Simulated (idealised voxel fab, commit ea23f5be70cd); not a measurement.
The document below concerns the process module designated voxel gate over fins.
Section shown: cut. Width: 250 nm. Cell size: 5 nm, square.
We lay out every cross-section as a grid of square cells and spell it out in bands from the top down, where one band means one or more rows of cells.
First you get the band's top height and its bottom height, in nm, and then the materials it's made of, left to right, with each width in nm. If you see a single material with "edge to edge", that one covers the band edge to edge. "blank" is empty space.
Heights are expressed relative to 0, this being the level below which the as-received wafer comprises one material exclusively. The lowest band is unbounded in the downward direction and is denoted as in "z 0 and below".
When a width is written as two numbers, as in "30 to 40", the first number is the width in the top row of cells of the band and the second is the width in its bottom row, and the width changes by the same amount from each row to the next.
Step marked "remained unchanged"? Then no cell in the cross-section changed in it.
Entry "Fully closed voids" = empty spaces >= 8 cells with no open way to the top; each as width x height at distance, distance from left edge, all nm.
after a step's settings: what the simulator itself notes on the step
What "overlay nm" on a step's line means: if the step has a mask, that mask lay this far to the right of its planned place, or, when the value is negative, to the left.

Process steps foreseen in the plan:
1: RECEIVE: material Si
2: CONFORMAL_DEP: material SiN, thk nm 5
3: PATTERN: tone cover, mask id FINS, material resist, width nm 15, pitch nm 50, thk nm 20, overlay nm 0
4: DIRECTIONAL_ETCH: etch materials SiN, depth nm 5
5: DIRECTIONAL_ETCH: etch materials Si, depth nm 35
6: STRIP: etch materials resist
7: OXIDIZE: depth nm 5
8: FILL_DEP: material SiO2, thk nm 15
9: CMP: height nm 5
10: PATTERN: tone open, mask id RAIL, material resist, width nm 15, thk nm 20, overlay nm 0
11: DIRECTIONAL_ETCH: etch materials SiO2, depth nm 35
12: STRIP: etch materials resist
13: CONFORMAL_DEP: material TiN, thk nm 5
14: FILL_DEP: material W, thk nm 5
15: CMP: height nm 5
16: SELECTIVE_ETCH: etch materials W Ru TiN, depth nm 25
17: FILL_DEP: material SiO2, thk nm 5
18: CMP: height nm 5
19: SELECTIVE_ETCH: etch materials SiO2, depth nm 20
20: STRIP: etch materials SiN
21: CONFORMAL_DEP: material HfO2, thk nm 5
22: CONFORMAL_DEP: material TiN, thk nm 5
23: FILL_DEP: material W, thk nm 10
24: CMP: height nm 15
25: CONFORMAL_DEP: material SiN, thk nm 5

Wafer cross-section on receipt, i.e. after step 1:
  z 0 and below: Si edge to edge
  Fully closed voids: none

The first of two wafers, cross-sectioned at the end of the module, with the run proceeding as planned:
  z 20 to 15: SiN edge to edge
  z 15 to 10: W edge to edge
  z 10 to 5: 60 nm W  25 nm TiN  25 nm W  25 nm TiN  25 nm W  25 nm TiN  65 nm W
  z 5 to 0: 60 nm W  5 nm TiN  15 nm HfO2  5 nm TiN  25 nm W  5 nm TiN  15 nm HfO2  5 nm TiN  25 nm W  5 nm TiN  15 nm HfO2  5 nm TiN  65 nm W
  z 0 to -5: 60 nm W  5 nm TiN  5 nm HfO2  5 nm Si  5 nm HfO2  5 nm TiN  25 nm W  5 nm TiN  5 nm HfO2  5 nm Si  5 nm HfO2  5 nm TiN  25 nm W  5 nm TiN  5 nm HfO2  5 nm Si  5 nm HfO2  5 nm TiN  65 nm W
  z -5 to -10: 65 nm TiN  5 nm HfO2  5 nm Si  5 nm HfO2  35 nm TiN  5 nm HfO2  5 nm Si  5 nm HfO2  35 nm TiN  5 nm HfO2  5 nm Si  5 nm HfO2  70 nm TiN
  z -10 to -15: 70 nm HfO2  5 nm Si  45 nm HfO2  5 nm Si  45 nm HfO2  5 nm Si  75 nm HfO2
  z -15 to -20: 70 nm SiO2  5 nm Si  45 nm SiO2  5 nm Si  45 nm SiO2  5 nm Si  75 nm SiO2
  z -20 to -25: 70 nm SiO2  5 nm Si  15 nm SiO2  5 nm TiN  5 nm W  5 nm TiN  15 nm SiO2  5 nm Si  45 nm SiO2  5 nm Si  75 nm SiO2
  z -25 to -30: 70 nm SiO2  5 nm Si  15 nm SiO2  15 nm TiN  15 nm SiO2  5 nm Si  45 nm SiO2  5 nm Si  75 nm SiO2
  z -30 to -40: 70 nm SiO2  5 nm Si  45 nm SiO2  5 nm Si  45 nm SiO2  5 nm Si  75 nm SiO2
  z -40 and below: Si edge to edge
  Fully closed voids: none

Second wafer cross-section at end of module - shared start and plan with the first, one mistake in the run:
  z 20 to 15: SiN edge to edge
  z 15 to 10: W edge to edge
  z 10 to 5: 60 nm W  25 nm TiN  25 nm W  25 nm TiN  25 nm W  25 nm TiN  65 nm W
  z 5 to 0: 60 nm W  5 nm TiN  15 nm HfO2  5 nm TiN  25 nm W  5 nm TiN  15 nm HfO2  5 nm TiN  25 nm W  5 nm TiN  15 nm HfO2  5 nm TiN  65 nm W
  z 0 to -5: 60 nm W  5 nm TiN  5 nm HfO2  5 nm Si  5 nm HfO2  5 nm TiN  25 nm W  5 nm TiN  5 nm HfO2  5 nm Si  5 nm HfO2  5 nm TiN  25 nm W  5 nm TiN  5 nm HfO2  5 nm Si  5 nm HfO2  5 nm TiN  65 nm W
  z -5 to -10: 65 nm TiN  5 nm HfO2  5 nm Si  5 nm HfO2  35 nm TiN  5 nm HfO2  5 nm Si  5 nm HfO2  35 nm TiN  5 nm HfO2  5 nm Si  5 nm HfO2  70 nm TiN
  z -10 to -15: 70 nm HfO2  5 nm Si  45 nm HfO2  5 nm Si  45 nm HfO2  5 nm Si  75 nm HfO2
  z -15 to -20: 70 nm SiO2  5 nm Si  45 nm SiO2  5 nm Si  45 nm SiO2  5 nm Si  75 nm SiO2
  z -20 to -25: 60 nm W  5 nm TiN  5 nm SiO2  5 nm Si  5 nm SiO2  10 nm TiN  15 nm SiO2  10 nm TiN  5 nm SiO2  5 nm Si  5 nm SiO2  5 nm TiN  25 nm W  5 nm TiN  5 nm SiO2  5 nm Si  5 nm SiO2  5 nm TiN  65 nm W
  z -25 to -30: 65 nm TiN  5 nm SiO2  5 nm Si  5 nm SiO2  10 nm TiN  15 nm SiO2  10 nm TiN  5 nm SiO2  5 nm Si  5 nm SiO2  35 nm TiN  5 nm SiO2  5 nm Si  5 nm SiO2  70 nm TiN
  z -30 to -40: 70 nm SiO2  5 nm Si  45 nm SiO2  5 nm Si  45 nm SiO2  5 nm Si  75 nm SiO2
  z -40 and below: Si edge to edge
  Fully closed voids: none
What was the processing mistake? step 10, actual vs plan mismatch, actual run PATTERN: tone cover, mask id RAIL, material resist, width nm 15, thk nm 20, overlay nm 0
In the final state, the cell counts of the second wafer exceed or fall short of those of the first for the following materials: SiO2 -70 | TiN +41 | W +29
